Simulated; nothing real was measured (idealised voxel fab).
Name of the process module below: voxel transistor to metal
The cross-section on display is named cut; it measures 210 nm wide, and its cells are 5 nm squares.
Reading order for cross-sections: top band down to bottom band. Underlying form: a grid of square cells. Band size: one or more rows of cells. Per band: top height and bottom height in nm, followed by the left-to-right materials and their widths in nm; "all across" marks a single material spanning edge to edge, "air" marks empty space. Height datum 0, below which the as-received substrate wafer is one material. Lowest band open at the bottom, running downward: "0..down". The two numbers in a width such as "30..40" mark its ends across the band: the first belongs to the top row of cells, the second to the bottom row, and from each row to the next the width moves by the same amount. No cell of the cross-section changed in a step that is given as "remains unaltered". Empty spaces counting at least 8 cells and having no open way to the top are listed in "Catalogued sealed voids". The notation width x height at distance is used for each, the distance being from the left edge and all three values in nm. Read whatever lies past the settings on a step's line as the simulator's own remark about the step. A step's line can hold "overlay nm"; with a mask on that step, the setting says how far right of the planned place the mask lay, while a negative setting says it lay to the left. Guide to the pairs. Each holds a before and an after cross-section around one process step; the after cross-section is cut off at the lowest band that changed. Look under the pair for the step between them and its settings. Pairs can come from different runs of this module on the same starting wafer, so a pair follows on from the one above it only where its entry headed "Before the process" says it does.

Before the process:
  30..25  SiCN 45, air 120, SiCN 45
  25..20  SiCN all across
  20..15  polySi 45, SiCN 120, polySi 45
  15..0  polySi all across
  0..-5  SiO2 45, polySi 120, SiO2 45
  -5..-10  SiO2 all across
  -10..-70  SiO2 55, Si 100, SiO2 55
  -70..down  Si all across
  Catalogued sealed voids: none

Result of Step:
  25..20  air 90, SiCN 30, air 90
  20..15  polySi 45, air 45, SiCN 30, air 45, polySi 45
  Everything under 15 stays put, no change at all.
  Catalogued sealed voids: none
What was done to get from the upper cross-section to the lower one? MASKED_ETCH: tone cover, mask id GATE, width nm 30, etch materials SiCN, depth nm 20, overlay nm 0

Before the process: This step starts from the configuration shown after the step in the pair immediately above.

Result of Step:
  25..15  air 90, SiCN 30, air 90
  15..0  air 90, polySi 30, air 90
  0..-5  SiO2 45, air 45, polySi 30, air 45, SiO2 45
  Everything under -5 stays put, no change at all.
  Catalogued sealed voids: none
What was done to get from the upper cross-section to the lower one? MASKED_ETCH: tone cover, mask id GATE, width nm 30, etch materials polySi, depth nm 30, overlay nm 0

Before the process: This step starts from the configuration shown after the step in the pair immediately above.

Result of Step:
  30..25  air 85, SiN 40, air 85
  25..15  air 85, SiN 5, SiCN 30, SiN 5, air 85
  15..5  air 85, SiN 5, polySi 30, SiN 5, air 85
  5..0  SiN 50, air 35, SiN 5, polySi 30, SiN 5, air 35, SiN 50
  0..-5  SiO2 45, SiN 45, polySi 30, SiN 45, SiO2 45
  Everything under -5 stays put, no change at all.
  Catalogued sealed voids: none
What was done to get from the upper cross-section to the lower one? CONFORMAL_DEP: material SiN, thk nm 5

Before the process: This step starts from the configuration shown after the step in the pair immediately above.

Result of Step:
  25..15  air 85, SiN 5, SiCN 30, SiN 5, air 85
  15..0  air 85, SiN 5, polySi 30, SiN 5, air 85
  0..-5  SiO2 45, SiN 5, air 35, SiN 5, polySi 30, SiN 5, air 35, SiN 5, SiO2 45
  Everything under -5 stays put, no change at all.
  Catalogued sealed voids: none
What was done to get from the upper cross-section to the lower one? DIRECTIONAL_ETCH: etch materials SiN, depth nm 5

Before the process: This step starts from the configuration shown after the step in the pair immediately above.

Result of Step:
  25..15  air 85, SiN 5, SiCN 30, SiN 5, air 85
  15..0  air 85, SiN 5, polySi 30, SiN 5, air 85
  0..-5  air 45, SiN 5, air 35, SiN 5, polySi 30, SiN 5, air 35, SiN 5, air 45
  -5..-10  SiO2 50, air 35, SiO2 40, air 35, SiO2 50
  Everything under -10 stays put, no change at all.
  Catalogued sealed voids: none
What was done to get from the upper cross-section to the lower one? DIRECTIONAL_ETCH: etch materials SiO2, depth nm 5

Before the process: This step starts from the configuration shown after the step in the pair immediately above.

Result of Step:
  25..15  air 85, SiN 5, SiCN 30, SiN 5, air 85
  15..0  air 85, SiN 5, polySi 30, SiN 5, air 85
  0..-5  air 45, SiN 5, air 35, SiN 5, polySi 30, SiN 5, air 35, SiN 5, air 45
  -5..-10  SiO2 50, air 35, SiO2 40, air 35, SiO2 50
  -10..-25  SiO2 55, air 30, Si 40, air 30, SiO2 55
  Everything under -25 stays put, no change at all.
  Catalogued sealed voids: none
What was done to get from the upper cross-section to the lower one? DIRECTIONAL_ETCH: etch materials Si, depth nm 15

Before the process: This step starts from the configuration shown after the step in the pair immediately above.

Result of Step:
  25..15  air 85, SiN 5, SiCN 30, SiN 5, air 85
  15..10  air 85, SiN 5, polySi 30, SiN 5, air 85
  10..0  air 65, pSi 20, SiN 5, polySi 30, SiN 5, pSi 20, air 65
  0..-5  air 45, SiN 5, air 15, pSi 20, SiN 5, polySi 30, SiN 5, pSi 20, air 15, SiN 5, air 45
  -5..-10  SiO2 50, pSi 35, SiO2 40, pSi 35, SiO2 50
  -10..-25  SiO2 55, pSi 30, Si 40, pSi 30, SiO2 55
  Everything under -25 stays put, no change at all.
  Catalogued sealed voids: none
What was done to get from the upper cross-section to the lower one? EPI: material pSi, thk nm 20

Before the process: This step starts from the configuration shown after the step in the pair immediately above.

Result of Step:
  35..25  SiO2 all across
  25..15  SiO2 85, SiN 5, SiCN 30, SiN 5, SiO2 85
  15..10  SiO2 85, SiN 5, polySi 30, SiN 5, SiO2 85
  10..0  SiO2 65, pSi 20, SiN 5, polySi 30, SiN 5, pSi 20, SiO2 65
  0..-5  SiO2 45, SiN 5, SiO2 15, pSi 20, SiN 5, polySi 30, SiN 5, pSi 20, SiO2 15, SiN 5, SiO2 45
  Everything under -5 stays put, no change at all.
  Catalogued sealed voids: none
What was done to get from the upper cross-section to the lower one? FILL_DEP: material SiO2, thk nm 10

Before the process: This step starts from the configuration shown after the step in the pair immediately above.

Result of Step:
  15..10  SiO2 85, SiN 5, polySi 30, SiN 5, SiO2 85
  Everything under 10 stays put, no change at all.
  Catalogued sealed voids: none
What was done to get from the upper cross-section to the lower one? CMP: height nm 15

Before the process: This step starts from the configuration shown after the step in the pair immediately above.

Result of Step:
  15..10  SiO2 85, SiN 5, air 30, SiN 5, SiO2 85
  10..0  SiO2 65, pSi 20, SiN 5, air 30, SiN 5, pSi 20, SiO2 65
  0..-5  SiO2 45, SiN 5, SiO2 15, pSi 20, SiN 5, air 30, SiN 5, pSi 20, SiO2 15, SiN 5, SiO2 45
  Everything under -5 stays put, no change at all.
  Catalogued sealed voids: none
What was done to get from the upper cross-section to the lower one? STRIP: etch materials polySi

Before the process: This step starts from the configuration shown after the step in the pair immediately above.

Result of Step:
  15..10  air 85, SiN 5, air 30, SiN 5, air 85
  10..0  SiO2 65, pSi 20, SiN 5, air 30, SiN 5, pSi 20, SiO2 65
  0..-5  SiO2 45, SiN 5, SiO2 15, pSi 20, SiN 5, air 30, SiN 5, pSi 20, SiO2 15, SiN 5, SiO2 45
  -5..-10  SiO2 50, pSi 35, air 40, pSi 35, SiO2 50
  Everything under -10 stays put, no change at all.
  Catalogued sealed voids: none
What was done to get from the upper cross-section to the lower one? SELECTIVE_ETCH: etch materials SiO2, depth nm 5

Before the process: This step starts from the configuration shown after the step in the pair immediately above.

Result of Step:
  20..15  air 80, HfO2 15, air 20, HfO2 15, air 80
  15..10  HfO2 85, SiN 5, HfO2 5, air 20, HfO2 5, SiN 5, HfO2 85
  10..0  SiO2 65, pSi 20, SiN 5, HfO2 5, air 20, HfO2 5, SiN 5, pSi 20, SiO2 65
  0..-5  SiO2 45, SiN 5, SiO2 15, pSi 20, SiN 5, HfO2 5, air 20, HfO2 5, SiN 5, pSi 20, SiO2 15, SiN 5, SiO2 45
  -5..-10  SiO2 50, pSi 35, HfO2 40, pSi 35, SiO2 50
  Everything under -10 stays put, no change at all.
  Catalogued sealed voids: none
What was done to get from the upper cross-section to the lower one? CONFORMAL_DEP: material HfO2, thk nm 5

Before the process: This step starts from the configuration shown after the step in the pair immediately above.

Result of Step:
  25..20  air 75, TiN 25, air 10, TiN 25, air 75
  20..15  TiN 80, HfO2 15, TiN 5, air 10, TiN 5, HfO2 15, TiN 80
  15..10  HfO2 85, SiN 5, HfO2 5, TiN 5, air 10, TiN 5, HfO2 5, SiN 5, HfO2 85
  10..0  SiO2 65, pSi 20, SiN 5, HfO2 5, TiN 5, air 10, TiN 5, HfO2 5, SiN 5, pSi 20, SiO2 65
  0..-5  SiO2 45, SiN 5, SiO2 15, pSi 20, SiN 5, HfO2 5, TiN 20, HfO2 5, SiN 5, pSi 20, SiO2 15, SiN 5, SiO2 45
  Everything under -5 stays put, no change at all.
  Catalogued sealed voids: none
What was done to get from the upper cross-section to the lower one? CONFORMAL_DEP: material TiN, thk nm 5

Before the process: This step starts from the configuration shown after the step in the pair immediately above.

Result of Step:
  35..25  W all across
  25..20  W 75, TiN 25, W 10, TiN 25, W 75
  20..15  TiN 80, HfO2 15, TiN 5, W 10, TiN 5, HfO2 15, TiN 80
  15..10  HfO2 85, SiN 5, HfO2 5, TiN 5, W 10, TiN 5, HfO2 5, SiN 5, HfO2 85
  10..0  SiO2 65, pSi 20, SiN 5, HfO2 5, TiN 5, W 10, TiN 5, HfO2 5, SiN 5, pSi 20, SiO2 65
  Everything under 0 stays put, no change at all.
  Catalogued sealed voids: none
What was done to get from the upper cross-section to the lower one? FILL_DEP: material W, thk nm 10

Before the process: This step starts from the configuration shown after the step in the pair immediately above.

Result of Step:
  10..0  SiO2 65, pSi 20, SiN 5, HfO2 5, TiN 5, W 10, TiN 5, HfO2 5, SiN 5, pSi 20, SiO2 65
  Everything under 0 stays put, no change at all.
  Catalogued sealed voids: none
What was done to get from the upper cross-section to the lower one? CMP: height nm 10

Before the process: This step starts from the configuration shown after the step in the pair immediately above.

Result of Step:
  25..10  SiO2 all across
  Everything under 10 stays put, no change at all.
  Catalogued sealed voids: none
What was done to get from the upper cross-section to the lower one? DIRECTIONAL_DEP: material SiO2, thk nm 15

Before the process: This step starts from the configuration shown after the step in the pair immediately above.

Result of Step:
  25..10  SiO2 60, air 15, SiO2 60, air 15, SiO2 60
  10..0  SiO2 60, air 5, pSi 20, SiN 5, HfO2 5, TiN 5, W 10, TiN 5, HfO2 5, SiN 5, pSi 20, air 5, SiO2 60
  0..-5  SiO2 45, SiN 5, SiO2 10, air 5, pSi 20, SiN 5, HfO2 5, TiN 20, HfO2 5, SiN 5, pSi 20, air 5, SiO2 10, SiN 5, SiO2 45
  Everything under -5 stays put, no change at all.
  Catalogued sealed voids: none
What was done to get from the upper cross-section to the lower one? MASKED_ETCH: tone open, mask id CONTACT, width nm 15, pitch nm 75, etch materials SiO2, depth nm 30, overlay nm 0

Before the process: This step starts from the configuration shown after the step in the pair immediately above.

Result of Step:
  30..25  TiN 65, air 5, TiN 70, air 5, TiN 65
  25..15  SiO2 60, TiN 5, air 5, TiN 5, SiO2 60, TiN 5, air 5, TiN 5, SiO2 60
  15..10  SiO2 60, TiN 15, SiO2 60, TiN 15, SiO2 60
  10..0  SiO2 60, TiN 5, pSi 20, SiN 5, HfO2 5, TiN 5, W 10, TiN 5, HfO2 5, SiN 5, pSi 20, TiN 5, SiO2 60
  0..-5  SiO2 45, SiN 5, SiO2 10, TiN 5, pSi 20, SiN 5, HfO2 5, TiN 20, HfO2 5, SiN 5, pSi 20, TiN 5, SiO2 10, SiN 5, SiO2 45
  Everything under -5 stays put, no change at all.
  Catalogued sealed voids: none
What was done to get from the upper cross-section to the lower one? CONFORMAL_DEP: material TiN, thk nm 5

Before the process: This step starts from the configuration shown after the step in the pair immediately above.

Result of Step:
  35..30  Ru all across
  30..25  TiN 65, Ru 5, TiN 70, Ru 5, TiN 65
  25..15  SiO2 60, TiN 5, Ru 5, TiN 5, SiO2 60, TiN 5, Ru 5, TiN 5, SiO2 60
  Everything under 15 stays put, no change at all.
  Catalogued sealed voids: none
What was done to get from the upper cross-section to the lower one? FILL_DEP: material Ru, thk nm 5

Before the process: This step starts from the configuration shown after the step in the pair immediately above.

Result of Step:
  25..15  SiO2 60, TiN 5, Ru 5, TiN 5, SiO2 60, TiN 5, Ru 5, TiN 5, SiO2 60
  Everything under 15 stays put, no change at all.
  Catalogued sealed voids: none
What was done to get from the upper cross-section to the lower one? CMP: height nm 25

Before the process: This step starts from the configuration shown after the step in the pair immediately above.

Result of Step:
  30..25  TiN all across
  Everything under 25 stays put, no change at all.
  Catalogued sealed voids: none
What was done to get from the upper cross-section to the lower one? DIRECTIONAL_DEP: material TiN, thk nm 5

Before the process: This step starts from the configuration shown after the step in the pair immediately above.

Result of Step:
  50..30  Ru all across
  Everything under 30 stays put, no change at all.
  Catalogued sealed voids: none
What was done to get from the upper cross-section to the lower one? DIRECTIONAL_DEP: material Ru, thk nm 20

Before the process: This step starts from the configuration shown after the step in the pair immediately above.

Result of Step:
  65..50  aC all across
  Everything under 50 stays put, no change at all.
  Catalogued sealed voids: none
What was done to get from the upper cross-section to the lower one? DIRECTIONAL_DEP: material aC, thk nm 15

Before the process: This step starts from the configuration shown after the step in the pair immediately above.

Result of Step:
  100..65  air 60, resist 15, air 60, resist 15, air 60
  Everything under 65 stays put, no change at all.
  Catalogued sealed voids: none
What was done to get from the upper cross-section to the lower one? PATTERN: tone cover, mask id METAL_1, material resist, width nm 15, pitch nm 75, thk nm 35, overlay nm 0

Before the process: This step starts from the configuration shown after the step in the pair immediately above.

Result of Step:
  85..65  air 60, resist 15, air 60, resist 15, air 60
  65..50  air 60, aC 15, air 60, aC 15, air 60
  Everything under 50 stays put, no change at all.
  Catalogued sealed voids: none
What was done to get from the upper cross-section to the lower one? DIRECTIONAL_ETCH: etch materials aC, depth nm 15

Before the process: This step starts from the configuration shown after the step in the pair immediately above.

Result of Step:
  65..50  air 60, aC 15, air 60, aC 15, air 60
  Everything under 50 stays put, no change at all.
  Catalogued sealed voids: none
What was done to get from the upper cross-section to the lower one? STRIP: etch materials resist

Before the process: This step starts from the configuration shown after the step in the pair immediately above.

Result of Step:
  65..50  air 60, aC 15, air 60, aC 15, air 60
  50..30  air 60, Ru 15, air 60, Ru 15, air 60
  Everything under 30 stays put, no change at all.
  Catalogued sealed voids: none
What was done to get from the upper cross-section to the lower one? DIRECTIONAL_ETCH: etch materials Ru, depth nm 20

Before the process: This step starts from the configuration shown after the step in the pair immediately above.

Result of Step:
  65..50  air 60, aC 15, air 60, aC 15, air 60
  50..30  air 60, Ru 15, air 60, Ru 15, air 60
  30..25  air 60, TiN 15, air 60, TiN 15, air 60
  Everything under 25 stays put, no change at all.
  Catalogued sealed voids: none
What was done to get from the upper cross-section to the lower one? DIRECTIONAL_ETCH: etch materials TiN, depth nm 5

Before the process: This step starts from the configuration shown after the step in the pair immediately above.

Result of Step:
  50..30  air 60, Ru 15, air 60, Ru 15, air 60
  Everything under 30 stays put, no change at all.
  Catalogued sealed voids: none
What was done to get from the upper cross-section to the lower one? STRIP: etch materials aC

Before the process: This step starts from the configuration shown after the step in the pair immediately above.

Result of Step:
  55..50  lowk all across
  50..30  lowk 60, Ru 15, lowk 60, Ru 15, lowk 60
  30..25  lowk 60, TiN 15, lowk 60, TiN 15, lowk 60
  Everything under 25 stays put, no change at all.
  Catalogued sealed voids: none
What was done to get from the upper cross-section to the lower one? FILL_DEP: material lowk, thk nm 5

Before the process: This step starts from the configuration shown after the step in the pair immediately above.

Result of Step:
  50..30  lowk 60, Ru 15, lowk 60, Ru 15, lowk 60
  Everything under 30 stays put, no change at all.
  Catalogued sealed voids: none
What was done to get from the upper cross-section to the lower one? CMP: height nm 50

Before the process: This step starts from the configuration shown after the step in the pair immediately above.

Result of Step:
  55..50  SiN all across
  Everything under 50 stays put, no change at all.
  Catalogued sealed voids: none
What was done to get from the upper cross-section to the lower one? CONFORMAL_DEP: material SiN, thk nm 5

Before the process:
  15..10  air 85, SiN 5, air 30, SiN 5, air 85
  10..0  SiO2 65, pSi 20, SiN 5, air 30, SiN 5, pSi 20, SiO2 65
  0..-5  SiO2 45, SiN 5, SiO2 15, pSi 20, SiN 5, air 30, SiN 5, pSi 20, SiO2 15, SiN 5, SiO2 45
  -5..-10  SiO2 50, pSi 35, air 40, pSi 35, SiO2 50
  -10..-25  SiO2 55, pSi 30, Si 40, pSi 30, SiO2 55
  -25..-40  SiO2 55, Si 100, SiO2 55
  -40..down  Si all across
  Catalogued sealed voids: none

Result of Step:
  20..15  air 80, TiN 15, air 20, TiN 15, air 80
  15..10  TiN 85, SiN 5, TiN 5, air 20, TiN 5, SiN 5, TiN 85
  10..0  SiO2 65, pSi 20, SiN 5, TiN 5, air 20, TiN 5, SiN 5, pSi 20, SiO2 65
  0..-5  SiO2 45, SiN 5, SiO2 15, pSi 20, SiN 5, TiN 5, air 20, TiN 5, SiN 5, pSi 20, SiO2 15, SiN 5, SiO2 45
  -5..-10  SiO2 50, pSi 35, TiN 40, pSi 35, SiO2 50
  Everything under -10 stays put, no change at all.
  Catalogued sealed voids: none
What was done to get from the upper cross-section to the lower one? CONFORMAL_DEP: material TiN, thk nm 5

Before the process: This step starts from the configuration shown after the step in the pair immediately above.

Result of Step:
  25..20  air 75, HfO2 25, air 10, HfO2 25, air 75
  20..15  HfO2 80, TiN 15, HfO2 5, air 10, HfO2 5, TiN 15, HfO2 80
  15..10  TiN 85, SiN 5, TiN 5, HfO2 5, air 10, HfO2 5, TiN 5, SiN 5, TiN 85
  10..0  SiO2 65, pSi 20, SiN 5, TiN 5, HfO2 5, air 10, HfO2 5, TiN 5, SiN 5, pSi 20, SiO2 65
  0..-5  SiO2 45, SiN 5, SiO2 15, pSi 20, SiN 5, TiN 5, HfO2 20, TiN 5, SiN 5, pSi 20, SiO2 15, SiN 5, SiO2 45
  Everything under -5 stays put, no change at all.
  Catalogued sealed voids: none
What was done to get from the upper cross-section to the lower one? CONFORMAL_DEP: material HfO2, thk nm 5

Before the process: This step starts from the configuration shown after the step in the pair immediately above.

Result of Step:
  35..25  W all across
  25..20  W 75, HfO2 25, W 10, HfO2 25, W 75
  20..15  HfO2 80, TiN 15, HfO2 5, W 10, HfO2 5, TiN 15, HfO2 80
  15..10  TiN 85, SiN 5, TiN 5, HfO2 5, W 10, HfO2 5, TiN 5, SiN 5, TiN 85
  10..0  SiO2 65, pSi 20, SiN 5, TiN 5, HfO2 5, W 10, HfO2 5, TiN 5, SiN 5, pSi 20, SiO2 65
  Everything under 0 stays put, no change at all.
  Catalogued sealed voids: none
What was done to get from the upper cross-section to the lower one? FILL_DEP: material W, thk nm 10

Before the process: This step starts from the configuration shown after the step in the pair immediately above.

Result of Step:
  10..0  SiO2 65, pSi 20, SiN 5, TiN 5, HfO2 5, W 10, HfO2 5, TiN 5, SiN 5, pSi 20, SiO2 65
  Everything under 0 stays put, no change at all.
  Catalogued sealed voids: none
What was done to get from the upper cross-section to the lower one? CMP: height nm 10

Before the process: This step starts from the configuration shown after the step in the pair immediately above.

Result of Step:
  25..10  SiO2 all across
  Everything under 10 stays put, no change at all.
  Catalogued sealed voids: none
What was done to get from the upper cross-section to the lower one? DIRECTIONAL_DEP: material SiO2, thk nm 15

Before the process: This step starts from the configuration shown after the step in the pair immediately above.

Result of Step:
  25..10  SiO2 60, air 15, SiO2 60, air 15, SiO2 60
  10..0  SiO2 60, air 5, pSi 20, SiN 5, TiN 5, HfO2 5, W 10, HfO2 5, TiN 5, SiN 5, pSi 20, air 5, SiO2 60
  0..-5  SiO2 45, SiN 5, SiO2 10, air 5, pSi 20, SiN 5, TiN 5, HfO2 20, TiN 5, SiN 5, pSi 20, air 5, SiO2 10, SiN 5, SiO2 45
  Everything under -5 stays put, no change at all.
  Catalogued sealed voids: none
What was done to get from the upper cross-section to the lower one? MASKED_ETCH: tone open, mask id CONTACT, width nm 15, pitch nm 75, etch materials SiO2, depth nm 30, overlay nm 0

Before the process: This step starts from the configuration shown after the step in the pair immediately above.

Result of Step:
  30..25  TiN 65, air 5, TiN 70, air 5, TiN 65
  25..15  SiO2 60, TiN 5, air 5, TiN 5, SiO2 60, TiN 5, air 5, TiN 5, SiO2 60
  15..10  SiO2 60, TiN 15, SiO2 60, TiN 15, SiO2 60
  10..0  SiO2 60, TiN 5, pSi 20, SiN 5, TiN 5, HfO2 5, W 10, HfO2 5, TiN 5, SiN 5, pSi 20, TiN 5, SiO2 60
  0..-5  SiO2 45, SiN 5, SiO2 10, TiN 5, pSi 20, SiN 5, TiN 5, HfO2 20, TiN 5, SiN 5, pSi 20, TiN 5, SiO2 10, SiN 5, SiO2 45
  Everything under -5 stays put, no change at all.
  Catalogued sealed voids: none
What was done to get from the upper cross-section to the lower one? CONFORMAL_DEP: material TiN, thk nm 5

Before the process: This step starts from the configuration shown after the step in the pair immediately above.

Result of Step:
  35..30  Ru all across
  30..25  TiN 65, Ru 5, TiN 70, Ru 5, TiN 65
  25..15  SiO2 60, TiN 5, Ru 5, TiN 5, SiO2 60, TiN 5, Ru 5, TiN 5, SiO2 60
  Everything under 15 stays put, no change at all.
  Catalogued sealed voids: none
What was done to get from the upper cross-section to the lower one? FILL_DEP: material Ru, thk nm 5

Before the process: This step starts from the configuration shown after the step in the pair immediately above.

Result of Step:
  25..15  SiO2 60, TiN 5, Ru 5, TiN 5, SiO2 60, TiN 5, Ru 5, TiN 5, SiO2 60
  Everything under 15 stays put, no change at all.
  Catalogued sealed voids: none
What was done to get from the upper cross-section to the lower one? CMP: height nm 25

Before the process: This step starts from the configuration shown after the step in the pair immediately above.

Result of Step:
  30..25  TiN all across
  Everything under 25 stays put, no change at all.
  Catalogued sealed voids: none
What was done to get from the upper cross-section to the lower one? DIRECTIONAL_DEP: material TiN, thk nm 5

Before the process: This step starts from the configuration shown after the step in the pair immediately above.

Result of Step:
  50..30  Ru all across
  Everything under 30 stays put, no change at all.
  Catalogued sealed voids: none
What was done to get from the upper cross-section to the lower one? DIRECTIONAL_DEP: material Ru, thk nm 20

Before the process: This step starts from the configuration shown after the step in the pair immediately above.

Result of Step:
  65..50  aC all across
  Everything under 50 stays put, no change at all.
  Catalogued sealed voids: none
What was done to get from the upper cross-section to the lower one? DIRECTIONAL_DEP: material aC, thk nm 15

Before the process: This step starts from the configuration shown after the step in the pair immediately above.

Result of Step:
  100..65  air 60, resist 15, air 60, resist 15, air 60
  Everything under 65 stays put, no change at all.
  Catalogued sealed voids: none
What was done to get from the upper cross-section to the lower one? PATTERN: tone cover, mask id METAL_1, material resist, width nm 15, pitch nm 75, thk nm 35, overlay nm 0

Before the process: This step starts from the configuration shown after the step in the pair immediately above.

Result of Step:
  85..65  air 60, resist 15, air 60, resist 15, air 60
  65..50  air 60, aC 15, air 60, aC 15, air 60
  Everything under 50 stays put, no change at all.
  Catalogued sealed voids: none
What was done to get from the upper cross-section to the lower one? DIRECTIONAL_ETCH: etch materials aC, depth nm 15

Before the process: This step starts from the configuration shown after the step in the pair immediately above.

Result of Step:
  65..50  air 60, aC 15, air 60, aC 15, air 60
  Everything under 50 stays put, no change at all.
  Catalogued sealed voids: none
What was done to get from the upper cross-section to the lower one? STRIP: etch materials resist

Before the process: This step starts from the configuration shown after the step in the pair immediately above.

Result of Step:
  65..50  air 60, aC 15, air 60, aC 15, air 60
  50..30  air 60, Ru 15, air 60, Ru 15, air 60
  Everything under 30 stays put, no change at all.
  Catalogued sealed voids: none
What was done to get from the upper cross-section to the lower one? DIRECTIONAL_ETCH: etch materials Ru, depth nm 20

Before the process: This step starts from the configuration shown after the step in the pair immediately above.

Result of Step:
  65..50  air 60, aC 15, air 60, aC 15, air 60
  50..30  air 60, Ru 15, air 60, Ru 15, air 60
  30..25  air 60, TiN 15, air 60, TiN 15, air 60
  Everything under 25 stays put, no change at all.
  Catalogued sealed voids: none
What was done to get from the upper cross-section to the lower one? DIRECTIONAL_ETCH: etch materials TiN, depth nm 5

Before the process: This step starts from the configuration shown after the step in the pair immediately above.

Result of Step:
  50..30  air 60, Ru 15, air 60, Ru 15, air 60
  Everything under 30 stays put, no change at all.
  Catalogued sealed voids: none
What was done to get from the upper cross-section to the lower one? STRIP: etch materials aC

Before the process: This step starts from the configuration shown after the step in the pair immediately above.

Result of Step:
  55..50  lowk all across
  50..30  lowk 60, Ru 15, lowk 60, Ru 15, lowk 60
  30..25  lowk 60, TiN 15, lowk 60, TiN 15, lowk 60
  Everything under 25 stays put, no change at all.
  Catalogued sealed voids: none
What was done to get from the upper cross-section to the lower one? FILL_DEP: material lowk, thk nm 5

Before the process: This step starts from the configuration shown after the step in the pair immediately above.

Result of Step:
  50..30  lowk 60, Ru 15, lowk 60, Ru 15, lowk 60
  Everything under 30 stays put, no change at all.
  Catalogued sealed voids: none
What was done to get from the upper cross-section to the lower one? CMP: height nm 50

Before the process: This step starts from the configuration shown after the step in the pair immediately above.

Result of Step:
  55..50  SiN all across
  Everything under 50 stays put, no change at all.
  Catalogued sealed voids: none
What was done to get from the upper cross-section to the lower one? CONFORMAL_DEP: material SiN, thk nm 5

Before the process:
  30..10  air 50, resist 110, air 50
  10..0  air 50, SiN 110, air 50
  0..-5  air 50, SiO2 110, air 50
  -5..down  Si all across
  Catalogued sealed voids: none

Result of Step:
  30..10  air 50, resist 110, air 50
  10..0  air 50, SiN 110, air 50
  0..-5  air 50, SiO2 110, air 50
  -5..-30  air 50, Si 110, air 50
  Everything under -30 stays put, no change at all.
  Catalogued sealed voids: none
What was done to get from the upper cross-section to the lower one? DIRECTIONAL_ETCH: etch materials Si, depth nm 25

Before the process: This step starts from the configuration shown after the step in the pair immediately above.

Result of Step:
  10..0  air 50, SiN 110, air 50
  Everything under 0 stays put, no change at all.
  Catalogued sealed voids: none
What was done to get from the upper cross-section to the lower one? STRIP: etch materials resist

Before the process: This step starts from the configuration shown after the step in the pair immediately above.

Result of Step:
  10..0  air 50, SiN 110, air 50
  0..-5  air 50, SiO2 110, air 50
  -5..-30  air 50, SiO2 5, Si 100, SiO2 5, air 50
  -30..-35  SiO2 55, Si 100, SiO2 55
  Everything under -35 stays put, no change at all.
  Catalogued sealed voids: none
What was done to get from the upper cross-section to the lower one? OXIDIZE: depth nm 5

Before the process: This step starts from the configuration shown after the step in the pair immediately above.

Result of Step:
  20..10  SiO2 all across
  10..0  SiO2 50, SiN 110, SiO2 50
  0..-5  SiO2 all across
  -5..-35  SiO2 55, Si 100, SiO2 55
  Everything under -35 stays put, no change at all.
  Catalogued sealed voids: none
What was done to get from the upper cross-section to the lower one? FILL_DEP: material SiO2, thk nm 10

Before the process: This step starts from the configuration shown after the step in the pair immediately above.

Result of Step:
  10..0  SiO2 50, SiN 110, SiO2 50
  Everything under 0 stays put, no change at all.
  Catalogued sealed voids: none
What was done to get from the upper cross-section to the lower one? CMP: height nm 10

Before the process: This step starts from the configuration shown after the step in the pair immediately above.

Result of Step:
  10..5  air 50, SiN 110, air 50
  Everything under 5 stays put, no change at all.
  Catalogued sealed voids: none
What was done to get from the upper cross-section to the lower one? SELECTIVE_ETCH: etch materials SiO2, depth nm 5

Before the process: This step starts from the configuration shown after the step in the pair immediately above.

Result of Step:
  5..0  SiO2 50, air 110, SiO2 50
  Everything under 0 stays put, no change at all.
  Catalogued sealed voids: none
What was done to get from the upper cross-section to the lower one? STRIP: etch materials SiN

Before the process: This step starts from the configuration shown after the step in the pair immediately above.

Result of Step:
  0..-5  SiO2 45, air 120, SiO2 45
  Everything under -5 stays put, no change at all.
  Catalogued sealed voids: none
What was done to get from the upper cross-section to the lower one? SELECTIVE_ETCH: etch materials SiO2, depth nm 5

Before the process: This step starts from the configuration shown after the step in the pair immediately above.

Result of Step:
  0..-5  SiO2 45, air 120, SiO2 45
  -5..-10  SiO2 all across
  Everything under -10 stays put, no change at all.
  Catalogued sealed voids: none
What was done to get from the upper cross-section to the lower one? OXIDIZE: depth nm 5

Before the process: This step starts from the configuration shown after the step in the pair immediately above.

Result of Step:
  20..15  polySi 45, air 120, polySi 45
  15..0  polySi all across
  0..-5  SiO2 45, polySi 120, SiO2 45
  Everything under -5 stays put, no change at all.
  Catalogued sealed voids: none
What was done to get from the upper cross-section to the lower one? DIRECTIONAL_DEP: material polySi, thk nm 20

Before the process: This step starts from the configuration shown after the step in the pair immediately above.

Result of Step:
  30..25  SiCN 45, air 120, SiCN 45
  25..20  SiCN all across
  20..15  polySi 45, SiCN 120, polySi 45
  Everything under 15 stays put, no change at all.
  Catalogued sealed voids: none
What was done to get from the upper cross-section to the lower one? DIRECTIONAL_DEP: material SiCN, thk nm 10

Before the process: This step starts from the configuration shown after the step in the pair immediately above.

Result of Step:
  25..20  air 90, SiCN 30, air 90
  20..15  polySi 45, air 45, SiCN 30, air 45, polySi 45
  Everything under 15 stays put, no change at all.
  Catalogued sealed voids: none
What was done to get from the upper cross-section to the lower one? MASKED_ETCH: tone cover, mask id GATE, width nm 30, etch materials SiCN, depth nm 20, overlay nm 0

Before the process: This step starts from the configuration shown after the step in the pair immediately above.

Result of Step:
  25..15  air 90, SiCN 30, air 90
  15..0  air 90, polySi 30, air 90
  0..-5  SiO2 45, air 45, polySi 30, air 45, SiO2 45
  Everything under -5 stays put, no change at all.
  Catalogued sealed voids: none
What was done to get from the upper cross-section to the lower one? MASKED_ETCH: tone cover, mask id GATE, width nm 30, etch materials polySi, depth nm 30, overlay nm 0

Before the process: This step starts from the configuration shown after the step in the pair immediately above.

Result of Step:
  30..25  air 85, SiN 40, air 85
  25..15  air 85, SiN 5, SiCN 30, SiN 5, air 85
  15..5  air 85, SiN 5, polySi 30, SiN 5, air 85
  5..0  SiN 50, air 35, SiN 5, polySi 30, SiN 5, air 35, SiN 50
  0..-5  SiO2 45, SiN 45, polySi 30, SiN 45, SiO2 45
  Everything under -5 stays put, no change at all.
  Catalogued sealed voids: none
What was done to get from the upper cross-section to the lower one? CONFORMAL_DEP: material SiN, thk nm 5

Before the process: This step starts from the configuration shown after the step in the pair immediately above.

Result of Step:
  25..15  air 85, SiN 5, SiCN 30, SiN 5, air 85
  15..0  air 85, SiN 5, polySi 30, SiN 5, air 85
  0..-5  SiO2 45, SiN 5, air 35, SiN 5, polySi 30, SiN 5, air 35, SiN 5, SiO2 45
  Everything under -5 stays put, no change at all.
  Catalogued sealed voids: none
What was done to get from the upper cross-section to the lower one? DIRECTIONAL_ETCH: etch materials SiN, depth nm 5
